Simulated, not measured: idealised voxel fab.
Process module name: voxel capacitor over wiring
Xsec cut, 240 nm wide, square cell size 5 nm.
This document writes a cross-section as a grid whose cells are square, and gives it as bands, listed from the top down; one or more rows of cells form a band. For a band, the entry starts with two heights in nm, that of the top and then that of the bottom, and carries on with the band's materials in order from left to right, each alongside its width in nm; the word "everywhere" beside a single material means it fills the band edge to edge, and "empty" means empty space. It should be noted that heights are counted from 0, beneath which the wafer as supplied is of one material throughout, and that the lowest band possesses no lower boundary but continues downward, as written in "0 nm and below". The expression "30->40" gives the width at the extremes of the band, the first number at its top row of cells and the second at its bottom row, with the width changing by equal amounts from each row to the next in between. Given "stayed the same" for a step, no cell of the cross-section differs between before and after that step. Under "closed voids" you'll find the enclosed gaps, the ones with no way out to the top, that are 8 cells or bigger; each reads width x height at distance, with distance counted from the left edge, everything in nm. Step line, after settings: the simulator's comment on this step. overlay nm, on a step with a mask: how far to the right of its planned place the mask lay; to the left if negative.

-- So here's the lineup of process steps we planned
1,RECEIVE | material Si
2,CONFORMAL_DEP | material SiO2 | thk nm 15
3,CONFORMAL_DEP | material SiCN | thk nm 5
4,DIRECTIONAL_DEP | material SiO2 | thk nm 15
5,PATTERN | tone open | mask id METAL_1 | material resist | width nm 25 | pitch nm 85 | thk nm 15 | overlay nm 0
6,DIRECTIONAL_ETCH | etch materials SiO2 | depth nm 15
7,DIRECTIONAL_ETCH | etch materials SiCN | depth nm 5
8,STRIP | etch materials resist
9,CONFORMAL_DEP | material TiN | thk nm 5
10,FILL_DEP | material Ru | thk nm 10
11,CMP | height nm 35
12,CONFORMAL_DEP | material SiCN | thk nm 5
13,DIRECTIONAL_DEP | material lowk | thk nm 10
14,PATTERN | tone open | mask id PLUG_1 | material resist | width nm 15 | thk nm 20 | overlay nm 0
15,DIRECTIONAL_ETCH | etch materials lowk | depth nm 10
16,DIRECTIONAL_ETCH | etch materials SiCN | depth nm 5
17,STRIP | etch materials resist
18,EPI | material Ru | thk nm 10
19,EPI | material Ru | thk nm 5
20,DIRECTIONAL_DEP | material TiN | thk nm 5
21,DIRECTIONAL_DEP | material Al2O3 | thk nm 5
22,DIRECTIONAL_DEP | material TiN | thk nm 5
23,DIRECTIONAL_DEP | material aC | thk nm 15
24,PATTERN | tone cover | mask id UPPER_PLATE | material resist | width nm 65 | thk nm 30 | overlay nm 0
25,DIRECTIONAL_ETCH | etch materials aC | depth nm 15
26,STRIP | etch materials resist
27,DIRECTIONAL_ETCH | etch materials TiN | depth nm 5
28,DIRECTIONAL_ETCH | etch materials Al2O3 | depth nm 5
29,STRIP | etch materials aC
30,PATTERN | tone cover | mask id LOWER_PLATE | material resist | width nm 75 | thk nm 20 | overlay nm 0
31,DIRECTIONAL_ETCH | etch materials TiN | depth nm 5
32,STRIP | etch materials resist
33,FILL_DEP | material SiO2 | thk nm 15
34,CMP | height nm 75
35,DIRECTIONAL_DEP | material aC | thk nm 15
36,PATTERN | tone open | mask id PLUG_2 | material resist | width nm 15 | thk nm 35 | overlay nm 0
37,DIRECTIONAL_ETCH | etch materials aC | depth nm 15
38,STRIP | etch materials resist
39,DIRECTIONAL_ETCH | etch materials SiO2 | depth nm 5
40,STRIP | etch materials aC
41,CONFORMAL_DEP | material TiN | thk nm 5
42,FILL_DEP | material W | thk nm 5
43,CMP | height nm 75
44,CONFORMAL_DEP | material SiCN | thk nm 5
Heads up: all these wafers start the same, and what changes between them is the depth nm in step 39. The value you see in the plan is just what the first wafer got.

-- So this is the first of several wafers, cross-sectioned as it came to us, meaning it's at the end of step 1
  0 nm and below  Si everywhere
  closed voids: none

-- Here is how to read the rows: every wafer has a row, and it shows the wafer at the end of the module, giving for each material how many cells were gained (+) or lost (-) since the wafer was received, then listing its closed voids
depth nm 5; +13 Al2O3; +27 Ru; +131 SiCN; +454 SiO2; +53 TiN; +90 lowk; closed voids: none
depth nm 10; +13 Al2O3; +27 Ru; +131 SiCN; +451 SiO2; +55 TiN; +1 W; +90 lowk; closed voids: none
depth nm 15; +13 Al2O3; +27 Ru; +131 SiCN; +451 SiO2; +55 TiN; +1 W; +90 lowk; closed voids: none
depth nm 20; +13 Al2O3; +27 Ru; +131 SiCN; +451 SiO2; +55 TiN; +1 W; +90 lowk; closed voids: none
depth nm 25; +13 Al2O3; +27 Ru; +131 SiCN; +451 SiO2; +55 TiN; +1 W; +90 lowk; closed voids: none
